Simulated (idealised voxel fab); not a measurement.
This is a process module. Its name is voxel transistor to metal.
Xsec cut, 185 nm wide, square cell size 5 nm.
Each cross-section below is a grid of square cells, stated as bands in top-down order, with one or more rows of cells making up each band.
It is stipulated that each band's entry specify, in nanometres, the height of the top of the band and then that of its bottom, followed by the materials of the band in left-to-right sequence, each together with its width in nanometres. A single material marked by the word "all across" is understood to fill the band from edge to edge; the word "air" is understood to denote empty space.
Height 0 is the level under which the wafer as received is all one material. The lowest band goes on downwards, as in "top 0, no bottom".
With a width like "30->40", each row of cells in the band differs from the next by the same amount, the top row carrying the first number and the bottom row the second.
Key: "remained unchanged" - step with no changed cell in the cross-section.
Closed-off voids of 8+ cells (no open route to the top) go in "Trapped cavities", written width x height at distance from the left edge, in nm.
On each step's line, the part that comes after the settings is the simulator's own comment on the step.
The optional step-line setting "overlay nm" applies to steps with a mask and quantifies how far to the right of its planned location the mask lay, a negative value indicating leftward placement.

The planned process steps are enumerated hereunder
| 1 | RECEIVE,material Si |
| 2 | CONFORMAL_DEP,material SiO2,thk nm 5 |
| 3 | CONFORMAL_DEP,material SiN,thk nm 10 |
| 4 | PATTERN,tone cover,mask id ACTIVE,material resist,width nm 115,thk nm 15,overlay nm 0 |
| 5 | DIRECTIONAL_ETCH,etch materials SiN,depth nm 10 |
| 6 | DIRECTIONAL_ETCH,etch materials SiO2,depth nm 5 |
| 7 | DIRECTIONAL_ETCH,etch materials Si,depth nm 20 |
| 8 | STRIP,etch materials resist |
| 9 | FILL_DEP,material SiO2,thk nm 15 |
| 10 | CMP,height nm 15 |
| 11 | SELECTIVE_ETCH,etch materials SiO2,depth nm 10 |
| 12 | STRIP,etch materials SiN |
| 13 | SELECTIVE_ETCH,etch materials SiO2,depth nm 5 |
| 14 | OXIDIZE,depth nm 5 |
| 15 | DIRECTIONAL_DEP,material polySi,thk nm 30 |
| 16 | DIRECTIONAL_DEP,material SiCN,thk nm 15 |
| 17 | MASKED_ETCH,tone cover,mask id GATE,width nm 25,etch materials SiCN,depth nm 25,overlay nm 0 |
| 18 | MASKED_ETCH,tone cover,mask id GATE,width nm 25,etch materials polySi,depth nm 40,overlay nm 0 |
| 19 | CONFORMAL_DEP,material SiO2,thk nm 5 |
| 20 | DIRECTIONAL_ETCH,etch materials SiO2,depth nm 5 |
| 21 | CONFORMAL_DEP,material SiN,thk nm 10 |
| 22 | DIRECTIONAL_ETCH,etch materials SiN,depth nm 10 |
| 23 | DIRECTIONAL_ETCH,etch materials SiO2,depth nm 5 |
| 24 | DIRECTIONAL_ETCH,etch materials Si,depth nm 15 |
| 25 | EPI,material pSi,thk nm 15 |
| 26 | FILL_DEP,material SiO2,thk nm 5 |
| 27 | CMP,height nm 30 |
| 28 | STRIP,etch materials polySi |
| 29 | SELECTIVE_ETCH,etch materials SiO2,depth nm 5 |
| 30 | CONFORMAL_DEP,material HfO2,thk nm 5 |
| 31 | CONFORMAL_DEP,material TiN,thk nm 5 |
| 32 | FILL_DEP,material W,thk nm 5 |
| 33 | CMP,height nm 25 |
| 34 | DIRECTIONAL_DEP,material SiO2,thk nm 10 |
| 35 | MASKED_ETCH,tone open,mask id CONTACT,width nm 15,pitch nm 80,etch materials SiO2,depth nm 40,overlay nm 0 |
| 36 | CONFORMAL_DEP,material TiN,thk nm 5 |
| 37 | FILL_DEP,material Ru,thk nm 10 |
| 38 | CMP,height nm 35 |
| 39 | CONFORMAL_DEP,material SiCN,thk nm 5 |
| 40 | DIRECTIONAL_DEP,material SiO2,thk nm 15 |
| 41 | PATTERN,tone open,mask id METAL_1,material resist,width nm 15,pitch nm 80,thk nm 20,overlay nm 0 |
| 42 | DIRECTIONAL_ETCH,etch materials SiO2,depth nm 15 |
| 43 | DIRECTIONAL_ETCH,etch materials SiCN,depth nm 5 |
| 44 | STRIP,etch materials resist |
| 45 | CONFORMAL_DEP,material TiN,thk nm 5 |
| 46 | FILL_DEP,material Cu,thk nm 5 |
| 47 | CMP,height nm 55 |
| 48 | CONFORMAL_DEP,material SiN,thk nm 5 |

As received (post step 1): cross-section
- top 0, no bottom  Si all across
- Trapped cavities: none

The following cross-section depicts the wafer upon conclusion of the module. Processing commenced from the starting condition illustrated above and adhered to the plan illustrated above, save for one mistake in execution
- top 60, bottom 55  SiN all across
- top 55, bottom 40  45 nm SiO2; 5 nm TiN; 5 nm Cu; 5 nm TiN; 65 nm SiO2; 5 nm TiN; 5 nm Cu; 5 nm TiN; 45 nm SiO2
- top 40, bottom 35  45 nm SiCN; 15 nm TiN; 65 nm SiCN; 15 nm TiN; 45 nm SiCN
- top 35, bottom 25  45 nm SiO2; 5 nm TiN; 5 nm Ru; 5 nm TiN; 65 nm SiO2; 5 nm TiN; 5 nm Ru; 5 nm TiN; 45 nm SiO2
- top 25, bottom 15  45 nm SiO2; 5 nm TiN; 5 nm Ru; 5 nm TiN; 5 nm SiO2; 10 nm SiN; 5 nm TiN; 5 nm HfO2; 15 nm W; 5 nm HfO2; 5 nm TiN; 10 nm SiN; 5 nm SiO2; 5 nm TiN; 5 nm Ru; 5 nm TiN; 45 nm SiO2
- top 15, bottom 10  45 nm SiO2; 15 nm TiN; 5 nm SiO2; 10 nm SiN; 5 nm TiN; 5 nm HfO2; 15 nm W; 5 nm HfO2; 5 nm TiN; 10 nm SiN; 5 nm SiO2; 15 nm TiN; 45 nm SiO2
- top 10, bottom 5  45 nm SiO2; 5 nm TiN; 15 nm pSi; 10 nm SiN; 5 nm TiN; 5 nm HfO2; 15 nm W; 5 nm HfO2; 5 nm TiN; 10 nm SiN; 15 nm pSi; 5 nm TiN; 45 nm SiO2
- top 5, bottom 0  45 nm SiO2; 5 nm TiN; 15 nm pSi; 10 nm SiN; 5 nm TiN; 25 nm HfO2; 5 nm TiN; 10 nm SiN; 15 nm pSi; 5 nm TiN; 45 nm SiO2
- top 0, bottom -5  45 nm SiO2; 5 nm TiN; 15 nm pSi; 10 nm SiO2; 35 nm TiN; 10 nm SiO2; 15 nm pSi; 5 nm TiN; 45 nm SiO2
- top -5, bottom -20  35 nm SiO2; 30 nm pSi; 55 nm Si; 30 nm pSi; 35 nm SiO2
- top -20, no bottom  Si all across
- Trapped cavities: none
Where did the run depart from the plan? steps 30 and 31 traded places in the executed sequence
